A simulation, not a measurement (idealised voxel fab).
Process module in this document: voxel ribs on slabs
In the cross-section labelled cut, the width is 200 nm and each square cell is 5 nm.
A cross-section in this document is a grid of square cells, and it is written down as bands, the top band listed before the ones below it; a band is made up of one or more rows of cells.
It is stipulated that each band's entry specify, in nanometres, the height of the top of the band and then that of its bottom, followed by the materials of the band in left-to-right sequence, each together with its width in nanometres. A single material marked by the word "everywhere" is understood to fill the band from edge to edge; the word "air" is understood to denote empty space.
Beneath 0, the wafer as received is one material, and that level is where height counting begins. The lowest band goes on downward without a bottom; it is written like "0 -> down".
A two-number width, for instance "30->40", indicates that the width is equal to the first number in the top row of the band and to the second number in the bottom row, and that it changes by a constant amount per row of cells.
"no modification" after a step means that no cell of the cross-section changed.
Enclosed voids (no open way to top), threshold 8 cells or more, entry "Closed internal voids", notation width x height at distance, distance from left edge, nm.
The remark found on a step's line after its settings is issued by the simulator itself and pertains to that step.
overlay nm, on a step with a mask: how far to the right of its planned place the mask lay; to the left if negative
-- The following list gives the planned process steps
1. RECEIVE with material Si
2. DIRECTIONAL_DEP with material SiO2, thk nm 30
3. DIRECTIONAL_DEP with material SiN, thk nm 25
4. MASKED_ETCH with tone cover, mask id RIB, width nm 20, etch materials SiN, depth nm 5, overlay nm 0
5. PATTERN with tone cover, mask id SLAB, material resist, width nm 80, thk nm 20, overlay nm 0
6. DIRECTIONAL_ETCH with etch materials SiN, depth nm 20
7. STRIP with etch materials resist
8. FILL_DEP with material SiO2, thk nm 15
9. CMP with height nm 65
10. DIRECTIONAL_DEP with material TiN, thk nm 10
11. MASKED_ETCH with tone cover, mask id HEATER, width nm 30, etch materials TiN, depth nm 10, overlay nm 0
12. CONFORMAL_DEP with material SiN, thk nm 10
-- Concerning the first of two wafers, which was run in accordance with the plan
-- Delivered wafer in cross-section: state after step 1
- 0 -> down  Si everywhere
- Closed internal voids: none
-- Cross-sectional representation of the wafer at the conclusion of step 2
- 30 -> 0  SiO2 everywhere
- Below 0, the layers are the same as they were.
-- Cross-sectional representation of the wafer at the conclusion of step 3
- 55 -> 30  SiN everywhere
- Below 30, the layers are the same as they were.
-- Cross-sectional representation of the wafer at the conclusion of step 4
- 55 -> 50  air 90 / SiN 20 / air 90
- Below 50, the layers are the same as they were.
-- Cross-sectional representation of the wafer at the conclusion of step 5
- 75 -> 55  air 60 / resist 80 / air 60
- 55 -> 50  air 60 / resist 30 / SiN 20 / resist 30 / air 60
- Below 50, the layers are the same as they were.
-- Cross-sectional representation of the wafer at the conclusion of step 6
- 75 -> 55  air 60 / resist 80 / air 60
- 55 -> 50  air 60 / resist 30 / SiN 20 / resist 30 / air 60
- 50 -> 30  air 60 / SiN 80 / air 60
- Below 30, the layers are the same as they were.
-- Cross-sectional representation of the wafer at the conclusion of step 7
- 55 -> 50  air 90 / SiN 20 / air 90
- Below 50, the layers are the same as they were.
-- Cross-sectional representation of the wafer at the conclusion of step 8
- 70 -> 55  SiO2 everywhere
- 55 -> 50  SiO2 90 / SiN 20 / SiO2 90
- 50 -> 30  SiO2 60 / SiN 80 / SiO2 60
- Below 30, the layers are the same as they were.
-- Cross-sectional representation of the wafer at the conclusion of step 9
- 65 -> 55  SiO2 everywhere
- Below 55, the layers are the same as they were.
-- Cross-sectional representation of the wafer at the conclusion of step 10
- 75 -> 65  TiN everywhere
- Below 65, the layers are the same as they were.
-- Cross-sectional representation of the wafer at the conclusion of step 11
- 75 -> 65  air 85 / TiN 30 / air 85
- Below 65, the layers are the same as they were.
-- Cross-sectional representation of the wafer at the conclusion of step 12
- 85 -> 75  air 75 / SiN 50 / air 75
- 75 -> 65  SiN 85 / TiN 30 / SiN 85
- Below 65, the layers are the same as they were.
-- The Second Wafer: Common Origin and Plan, One Mistake in Execution, Identical to the First Through Step 11
when step 12 should have ended: no modification
Which mistake was made when the wafer was run? step 12 from the plan never happened, it was just skipped
Heads up, by the end the second wafer has more or fewer cells of some materials compared to the first: SiN: 88 fewer
